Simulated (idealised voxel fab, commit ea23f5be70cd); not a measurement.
process module | voxel double patterning
cross-section cut | 200 nm wide | cells 5 nm
A cross-section is a grid of square cells, given in bands from the top down. A band is one or more rows of cells.
Each band's line starts with the height of the band's top and of its bottom, in nm. Then come its materials from left to right, each with its width in nm. One material with "throughout" fills the band from edge to edge. "air" is empty space.
Height 0 is the level under which the wafer as received is all one material. The lowest band goes on downwards, as in "0 down".
A width such as "30 to 40" changes by the same amount from each row of cells to the next, from the band's top row to its bottom row.
"no change" after a step means that no cell of the cross-section changed.
closed voids: empty space of 8 cells or more with no open way to the top, each as width x height at its distance from the left edge, in nm
after a step's settings: what the simulator itself notes on the step
overlay nm, on a step with a mask: how far to the right of its planned place the mask lay; to the left if negative
plan
1 op RECEIVE | material Si
2 op CONFORMAL_DEP | material SiO2 | thk nm 10
3 op DIRECTIONAL_DEP | material W | thk nm 10
4 op DIRECTIONAL_DEP | material SiN | thk nm 10
5 op MASKED_ETCH | tone open | mask id FIRST | width nm 15 | pitch nm 50 | etch materials SiN | depth nm 10 | overlay nm 0
6 op MASKED_ETCH | tone open | mask id SECOND | width nm 15 | etch materials SiN | depth nm 10 | overlay nm 0
7 op DIRECTIONAL_ETCH | etch materials W | depth nm 10
8 op STRIP | etch materials SiN
as received, after step 1
  0 down: Si throughout
  closed voids: none
a wafer at the end: this start, this plan, one mistake
  20 to 10: W 65 | air 15 | W 10 | air 20 | W 5 | air 15 | W 70
  10 to 0: SiO2 throughout
  0 down: Si throughout
  closed voids: none
what went wrong: step 6 ran as: op MASKED_ETCH | tone open | mask id SECOND | width nm 20 | etch materials SiN | depth nm 10 | overlay nm 0
